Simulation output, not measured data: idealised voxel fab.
process module | voxel capacitor over wiring
FYI the section here is cut, 270 nm wide, cells are 5 nm squares.
If you're reading a cross-section in this doc, picture square cells in a grid; it comes to you as bands, top ones listed first down to the bottom, and a band can be one or more rows of cells. What a band's entry tells you: where the top is and where the bottom is, as heights in nm, and after that what lies inside, material by material from left to right, each with its width in nm. Empty space is written as the word "blank", and a single material marked with the word "edge to edge" occupies the band from edge to edge. It should be noted that heights are counted from 0, beneath which the wafer as supplied is of one material throughout, and that the lowest band possesses no lower boundary but continues downward, as written in "top 0, no bottom". Note: "30 to 40" means the width goes from the first number (top row of the band) to the second number (bottom row) in equal steps per row of cells. Step note "no change" = no cross-section cell changed. "Closed cavities" lists enclosed empty spaces (at least 8 cells, no open path upward to the top), each as width x height at distance from the left edge, in nm. Formally, on a step line, whatever follows the settings is a remark that the simulator itself makes on the step. "overlay nm" on a masked step: distance the mask lay right of its planned place, negative for left.
List of planned process steps
- 1: RECEIVE: material Si
- 2: CONFORMAL_DEP: material SiO2, thk nm 10
- 3: CONFORMAL_DEP: material SiN, thk nm 5
- 4: DIRECTIONAL_DEP: material SiO2, thk nm 20
- 5: DIRECTIONAL_DEP: material aC, thk nm 10
- 6: PATTERN: tone open, mask id METAL_1, material resist, width nm 25, pitch nm 80, thk nm 25, overlay nm 0
- 7: DIRECTIONAL_ETCH: etch materials aC, depth nm 10
- 8: STRIP: etch materials resist
- 9: DIRECTIONAL_ETCH: etch materials SiO2, depth nm 20
- 10: DIRECTIONAL_ETCH: etch materials SiN, depth nm 5
- 11: STRIP: etch materials aC
- 12: CONFORMAL_DEP: material TiN, thk nm 5
- 13: FILL_DEP: material Ru, thk nm 5
- 14: CMP: height nm 35
- 15: CONFORMAL_DEP: material SiCN, thk nm 5
- 16: DIRECTIONAL_DEP: material lowk, thk nm 10
- 17: PATTERN: tone open, mask id PLUG_1, material resist, width nm 15, thk nm 20, overlay nm 0
- 18: DIRECTIONAL_ETCH: etch materials lowk, depth nm 10
- 19: DIRECTIONAL_ETCH: etch materials SiCN, depth nm 5
- 20: STRIP: etch materials resist
- 21: CONFORMAL_DEP: material TiN, thk nm 5
- 22: FILL_DEP: material W, thk nm 10
- 23: CMP: height nm 50
- 24: DIRECTIONAL_DEP: material TiN, thk nm 5
- 25: DIRECTIONAL_DEP: material Al2O3, thk nm 5
- 26: DIRECTIONAL_DEP: material TiN, thk nm 5
- 27: DIRECTIONAL_DEP: material aC, thk nm 15
- 28: PATTERN: tone cover, mask id UPPER_PLATE, material resist, width nm 60, thk nm 35, overlay nm 0
- 29: DIRECTIONAL_ETCH: etch materials aC, depth nm 15
- 30: STRIP: etch materials resist
- 31: DIRECTIONAL_ETCH: etch materials TiN, depth nm 5
- 32: DIRECTIONAL_ETCH: etch materials Al2O3, depth nm 5
- 33: STRIP: etch materials aC
- 34: MASKED_ETCH: tone cover, mask id LOWER_PLATE, width nm 70, etch materials TiN, depth nm 5, overlay nm 0
- 35: FILL_DEP: material SiO2, thk nm 20
- 36: CMP: height nm 80
- 37: DIRECTIONAL_DEP: material aC, thk nm 15
- 38: PATTERN: tone open, mask id PLUG_2, material resist, width nm 15, thk nm 35, overlay nm 0
- 39: DIRECTIONAL_ETCH: etch materials aC, depth nm 15
- 40: STRIP: etch materials resist
- 41: DIRECTIONAL_ETCH: etch materials SiO2, depth nm 15
- 42: STRIP: etch materials aC
- 43: CONFORMAL_DEP: material TiN, thk nm 5
- 44: FILL_DEP: material Ru, thk nm 5
- 45: CMP: height nm 80
- 46: CONFORMAL_DEP: material SiN, thk nm 5
Cross-section of the incoming wafer, state after step 1
top 0, no bottom: Si edge to edge
Closed cavities: none
Module complete - cross-section of the first of two wafers, run according to plan
top 85, bottom 80: SiN edge to edge
top 80, bottom 70: 100 SiO2 | 5 TiN | 5 Ru | 5 TiN | 155 SiO2
top 70, bottom 60: 100 to 90 SiO2 | 15 to 60 TiN | 155 to 120 SiO2
top 60, bottom 55: 90 SiO2 | 60 Al2O3 | 120 SiO2
top 55, bottom 50: 85 SiO2 | 70 TiN | 115 SiO2
top 50, bottom 40: 90 lowk | 5 TiN | 5 W | 5 TiN | 165 lowk
top 40, bottom 35: 90 SiCN | 15 TiN | 165 SiCN
top 35, bottom 15: 80 SiO2 | 5 TiN | 15 Ru | 5 TiN | 55 SiO2 | 5 TiN | 15 Ru | 5 TiN | 85 SiO2
top 15, bottom 10: 80 SiN | 25 TiN | 55 SiN | 25 TiN | 85 SiN
top 10, bottom 0: SiO2 edge to edge
top 0, no bottom: Si edge to edge
Closed cavities: none
This cross-section belongs to the second wafer of two at the end of the module; the start and the plan were shared with the first, and the run included one mistake
top 85, bottom 80: SiN edge to edge
top 80, bottom 70: 100 SiO2 | 5 TiN | 5 Ru | 5 TiN | 155 SiO2
top 70, bottom 65: 100 SiO2 | 15 TiN | 155 SiO2
top 65, bottom 60: SiO2 edge to edge
top 60, bottom 50: 90 to 85 SiO2 | 60 to 70 TiN | 120 to 115 SiO2
top 50, bottom 40: 90 lowk | 5 TiN | 5 W | 5 TiN | 165 lowk
top 40, bottom 35: 90 SiCN | 15 TiN | 165 SiCN
top 35, bottom 15: 80 SiO2 | 5 TiN | 15 Ru | 5 TiN | 55 SiO2 | 5 TiN | 15 Ru | 5 TiN | 85 SiO2
top 15, bottom 10: 80 SiN | 25 TiN | 55 SiN | 25 TiN | 85 SiN
top 10, bottom 0: SiO2 edge to edge
top 0, no bottom: Si edge to edge
Closed cavities: none
Which mistake was made when the wafer was run? it should be noted that step 25 of the plan was omitted and was not performed
Final comparison by cell count, materials where the second wafer has more or fewer than the first: -12 Al2O3; +12 SiO2
